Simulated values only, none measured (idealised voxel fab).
This is a process module. Its name is voxel ribs on slabs.
Shown is cross-section cut, with a width of 150 nm and square cells of size 5 nm.
Cross-sections here: square-cell grids, written as top-down lists of bands, a band being one or more rows of cells. Look at the band entry: it leads with the top's height and the bottom's height in nm. Then it lists the materials left to right, with a width in nm for each. The word "all across" on a single material says that material fills the band edge to edge. The word "empty" is empty space. Below 0: as-received wafer, all one material; heights counted from there. Lowest band: no bottom, goes on down, written "0 -> down". Graded width ("30->40"): value in top row of band = first number; value in bottom row = second number; row-to-row change constant. Given "stayed the same" for a step, no cell of the cross-section differs between before and after that step. Closed empty spaces (no open way to the top) of 8 cells or more are what "Unvented voids" lists, each as width x height at distance from the left edge, nm for all three. On a step's line, text after the settings is the simulator commenting on that step. You can add "overlay nm" to a step's line. For a step with a mask, it describes how far the mask lay to the right of its planned position, and a negative number describes a lay to the left.
[List of planned process steps]
1) RECEIVE with material Si
2) DIRECTIONAL_DEP with material SiO2, thk nm 25
3) DIRECTIONAL_DEP with material polySi, thk nm 25
4) DIRECTIONAL_DEP with material aC, thk nm 10
5) PATTERN with tone cover, mask id RIB, material resist, width nm 25, thk nm 25, overlay nm 0
6) DIRECTIONAL_ETCH with etch materials aC, depth nm 10
7) STRIP with etch materials resist
8) DIRECTIONAL_ETCH with etch materials polySi, depth nm 10
9) STRIP with etch materials aC
10) MASKED_ETCH with tone cover, mask id SLAB, width nm 55, etch materials polySi, depth nm 15, overlay nm 0
11) FILL_DEP with material SiO2, thk nm 15
12) CMP with height nm 60
13) DIRECTIONAL_DEP with material W, thk nm 5
14) DIRECTIONAL_DEP with material aC, thk nm 10
15) PATTERN with tone cover, mask id HEATER, material resist, width nm 35, thk nm 30, overlay nm 0
16) DIRECTIONAL_ETCH with etch materials aC, depth nm 10
17) STRIP with etch materials resist
18) DIRECTIONAL_ETCH with etch materials W, depth nm 5
19) STRIP with etch materials aC
20) CONFORMAL_DEP with material SiN, thk nm 5
[Wafer, first of two, run as planned]
[Wafer cross-section on receipt, i.e. after step 1]
* 0 -> down  Si all across
* Unvented voids: none
[Sectional view: wafer, after step 2]
* 25 -> 0  SiO2 all across
* Note: structure below 0 unchanged.
[Sectional view: wafer, after step 3]
* 50 -> 25  polySi all across
* Note: structure below 25 unchanged.
[Sectional view: wafer, after step 4]
* 60 -> 50  aC all across
* Note: structure below 50 unchanged.
[Sectional view: wafer, after step 5]
* 85 -> 60  empty (60), then resist (25), then empty (65)
* Note: structure below 60 unchanged.
[Sectional view: wafer, after step 6]
* 75 -> 60  empty (60), then resist (25), then empty (65)
* 60 -> 50  empty (60), then aC (25), then empty (65)
* Note: structure below 50 unchanged.
[Sectional view: wafer, after step 7]
* 60 -> 50  empty (60), then aC (25), then empty (65)
* Note: structure below 50 unchanged.
[Sectional view: wafer, after step 8]
* 60 -> 50  empty (60), then aC (25), then empty (65)
* 50 -> 40  empty (60), then polySi (25), then empty (65)
* Note: structure below 40 unchanged.
[Sectional view: wafer, after step 9]
* 50 -> 40  empty (60), then polySi (25), then empty (65)
* Note: structure below 40 unchanged.
[Sectional view: wafer, after step 10]
* 50 -> 40  empty (60), then polySi (25), then empty (65)
* 40 -> 25  empty (45), then polySi (55), then empty (50)
* Note: structure below 25 unchanged.
[Sectional view: wafer, after step 11]
* 65 -> 50  SiO2 all across
* 50 -> 40  SiO2 (60), then polySi (25), then SiO2 (65)
* 40 -> 25  SiO2 (45), then polySi (55), then SiO2 (50)
* Note: structure below 25 unchanged.
[Sectional view: wafer, after step 12]
* 60 -> 50  SiO2 all across
* Note: structure below 50 unchanged.
[Sectional view: wafer, after step 13]
* 65 -> 60  W all across
* Note: structure below 60 unchanged.
[Sectional view: wafer, after step 14]
* 75 -> 65  aC all across
* Note: structure below 65 unchanged.
[Sectional view: wafer, after step 15]
* 105 -> 75  empty (55), then resist (35), then empty (60)
* Note: structure below 75 unchanged.
[Sectional view: wafer, after step 16]
* 95 -> 75  empty (55), then resist (35), then empty (60)
* 75 -> 65  empty (55), then aC (35), then empty (60)
* Note: structure below 65 unchanged.
[Sectional view: wafer, after step 17]
* 75 -> 65  empty (55), then aC (35), then empty (60)
* Note: structure below 65 unchanged.
[Sectional view: wafer, after step 18]
* 75 -> 65  empty (55), then aC (35), then empty (60)
* 65 -> 60  empty (55), then W (35), then empty (60)
* Note: structure below 60 unchanged.
[Sectional view: wafer, after step 19]
* 65 -> 60  empty (55), then W (35), then empty (60)
* Note: structure below 60 unchanged.
[Sectional view: wafer, after step 20]
* 70 -> 65  empty (50), then SiN (45), then empty (55)
* 65 -> 60  SiN (55), then W (35), then SiN (60)
* Note: structure below 60 unchanged.
[Companion wafer, the second of two: same beginning, same intended sequence, one mistake in carrying it out; through step 4 inclusive it tracks the first exactly]
[Second wafer, cut view, end of step 5 per plan]
* 85 -> 60  empty (50), then resist (25), then empty (75)
* Note: structure below 60 unchanged.
[Second wafer, cut view, end of step 6 per plan]
* 75 -> 60  empty (50), then resist (25), then empty (75)
* 60 -> 50  empty (50), then aC (25), then empty (75)
* Note: structure below 50 unchanged.
[Second wafer, cut view, end of step 7 per plan]
* 60 -> 50  empty (50), then aC (25), then empty (75)
* Note: structure below 50 unchanged.
[Second wafer, cut view, end of step 8 per plan]
* 60 -> 50  empty (50), then aC (25), then empty (75)
* 50 -> 40  empty (50), then polySi (25), then empty (75)
* Note: structure below 40 unchanged.
[Second wafer, cut view, end of step 9 per plan]
* 50 -> 40  empty (50), then polySi (25), then empty (75)
* Note: structure below 40 unchanged.
[Second wafer, cut view, end of step 10 per plan]
* 50 -> 40  empty (50), then polySi (25), then empty (75)
* 40 -> 25  empty (45), then polySi (55), then empty (50)
* Note: structure below 25 unchanged.
[Second wafer, cut view, end of step 11 per plan]
* 65 -> 50  SiO2 all across
* 50 -> 40  SiO2 (50), then polySi (25), then SiO2 (75)
* 40 -> 25  SiO2 (45), then polySi (55), then SiO2 (50)
* Note: structure below 25 unchanged.
[Second wafer, cut view, end of step 12 per plan]
* 60 -> 50  SiO2 all across
* Note: structure below 50 unchanged.
[Second wafer, cut view, end of step 13 per plan]
* 65 -> 60  W all across
* Note: structure below 60 unchanged.
[Second wafer, cut view, end of step 14 per plan]
* 75 -> 65  aC all across
* Note: structure below 65 unchanged.
[Second wafer, cut view, end of step 15 per plan]
* 105 -> 75  empty (55), then resist (35), then empty (60)
* Note: structure below 75 unchanged.
[Second wafer, cut view, end of step 16 per plan]
* 95 -> 75  empty (55), then resist (35), then empty (60)
* 75 -> 65  empty (55), then aC (35), then empty (60)
* Note: structure below 65 unchanged.
[Second wafer, cut view, end of step 17 per plan]
* 75 -> 65  empty (55), then aC (35), then empty (60)
* Note: structure below 65 unchanged.
[Second wafer, cut view, end of step 18 per plan]
* 75 -> 65  empty (55), then aC (35), then empty (60)
* 65 -> 60  empty (55), then W (35), then empty (60)
* Note: structure below 60 unchanged.
[Second wafer, cut view, end of step 19 per plan]
* 65 -> 60  empty (55), then W (35), then empty (60)
* Note: structure below 60 unchanged.
[Second wafer, cut view, end of step 20 per plan]
* 70 -> 65  empty (50), then SiN (45), then empty (55)
* 65 -> 60  SiN (55), then W (35), then SiN (60)
* Note: structure below 60 unchanged.
Want to know what went wrong? rather than as planned, step 5 actually ran as PATTERN with tone cover, mask id RIB, material resist, width nm 25, thk nm 25, overlay nm -10
Matching per-material cell counts, mismatched positions: that is how the second wafer compares with the first at the end.
